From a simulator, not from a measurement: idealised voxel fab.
The process module presented herein is designated voxel self aligned vias.
Cross-section cut spans 190 nm and uses square cells 5 nm in size.
The cross-sections in this document take the form of a grid made of square cells. They are written out as bands, in order from top to bottom. Each band consists of one or more rows of cells.
This entry defines a band. It first specifies the height of the band's top and the height of its bottom in nm, and then specifies the band's materials from left to right, stating each material with its width in nm. The word "full width" identifies a single material that fills the band from edge to edge, while the word "air" identifies empty space.
The reference from which all heights are counted is 0, the level beneath which the as-received wafer is entirely one material; the lowest band, having no lower bound, proceeds downward and is written after the example "from 0 down".
Read "30->40" as a graded width: first number on top, second number at the bottom, same change between each pair of neighbouring rows.
The designation "nothing altered", where it is given for a processing step, indicates that no cell of the cross-section was altered in the course of that step.
Reported under the label "Non-vented voids" are the empty spaces having no open way to the top and comprising 8 cells or more; the notation for each is width x height at distance, in which the distance is measured from the left edge and all three values are in nm.
Note: text after step settings on the step line = simulator remark on that step.
overlay nm: mask offset rightward from planned place, masked step; negative means leftward offset.
### Planned step list for the process
1,RECEIVE, material Si
2,CONFORMAL_DEP, material SiO2, thk nm 10
3,CONFORMAL_DEP, material SiCN, thk nm 5
4,DIRECTIONAL_DEP, material SiO2, thk nm 25
5,PATTERN, tone open, mask id LINES, material resist, width nm 25, pitch nm 70, thk nm 15, overlay nm 0
6,DIRECTIONAL_ETCH, etch materials SiO2, depth nm 25
7,STRIP, etch materials resist
8,CONFORMAL_DEP, material TiN, thk nm 5
9,FILL_DEP, material W, thk nm 10
10,CMP, height nm 40
11,SELECTIVE_ETCH, etch materials W Ru TiN, depth nm 5
12,FILL_DEP, material SiN, thk nm 5
13,CMP, height nm 40
14,DIRECTIONAL_DEP, material SiO2, thk nm 20
15,MASKED_ETCH, tone open, mask id VIAS, width nm 35, etch materials SiO2, depth nm 20, overlay nm 0
16,MASKED_ETCH, tone open, mask id VIAS, width nm 45, etch materials SiN, depth nm 5, overlay nm 0
17,CONFORMAL_DEP, material TiN, thk nm 5
18,FILL_DEP, material Ru, thk nm 5
19,CMP, height nm 60
20,CONFORMAL_DEP, material SiCN, thk nm 5
For clarity, it should be stated that the wafers under discussion commence in an identical condition and differ with respect to the width nm of step 15, the plan indicating the value that the first wafer had.
### first wafer as received, after step 1
    from 0 down | Si full width
    Non-vented voids: none
### first wafer at the end, after step 20
    from 65 to 60 | SiCN full width
    from 60 to 45 | 40 of SiO2; 5 of TiN; 25 of Ru; 5 of TiN; 115 of SiO2
    from 45 to 40 | 40 of SiO2; 10 of TiN; 15 of Ru; 10 of TiN; 115 of SiO2
    from 40 to 35 | 45 of SiO2; 25 of TiN; 45 of SiO2; 25 of SiN; 50 of SiO2
    from 35 to 20 | 45 of SiO2; 5 of TiN; 15 of W; 5 of TiN; 45 of SiO2; 5 of TiN; 15 of W; 5 of TiN; 50 of SiO2
    from 20 to 15 | 45 of SiO2; 25 of TiN; 45 of SiO2; 25 of TiN; 50 of SiO2
    from 15 to 10 | SiCN full width
    from 10 to 0 | SiO2 full width
    from 0 down | Si full width
    Non-vented voids: none
### At the end of the module, the last of several wafers in cross-section
    from 65 to 60 | SiCN full width
    from 60 to 45 | 30 of SiO2; 5 of TiN; 50 of Ru; 5 of TiN; 100 of SiO2
    from 45 to 40 | 30 of SiO2; 20 of TiN; 15 of Ru; 25 of TiN; 100 of SiO2
    from 40 to 35 | 45 of SiO2; 25 of TiN; 45 of SiO2; 25 of SiN; 50 of SiO2
    from 35 to 20 | 45 of SiO2; 5 of TiN; 15 of W; 5 of TiN; 45 of SiO2; 5 of TiN; 15 of W; 5 of TiN; 50 of SiO2
    from 20 to 15 | 45 of SiO2; 25 of TiN; 45 of SiO2; 25 of TiN; 50 of SiO2
    from 15 to 10 | SiCN full width
    from 10 to 0 | SiO2 full width
    from 0 down | Si full width
    Non-vented voids: none
### Heads up, this table goes wafer by wafer. A row tells you, at the end of the module, how many cells of each material that wafer has put on (+) or dropped (-) since it was received, and then its closed voids
width nm 35 | +18 Ru | +76 SiCN | +5 SiN | +340 SiO2 | +37 TiN | +18 W | Non-vented voids: none
width nm 40 | +21 Ru | +76 SiCN | +5 SiN | +336 SiO2 | +38 TiN | +18 W | Non-vented voids: none
width nm 45 | +24 Ru | +76 SiCN | +5 SiN | +332 SiO2 | +39 TiN | +18 W | Non-vented voids: none
width nm 50 | +27 Ru | +76 SiCN | +5 SiN | +328 SiO2 | +40 TiN | +18 W | Non-vented voids: none
width nm 55 | +30 Ru | +76 SiCN | +5 SiN | +324 SiO2 | +41 TiN | +18 W | Non-vented voids: none
width nm 60 | +33 Ru | +76 SiCN | +5 SiN | +320 SiO2 | +42 TiN | +18 W | Non-vented voids: none
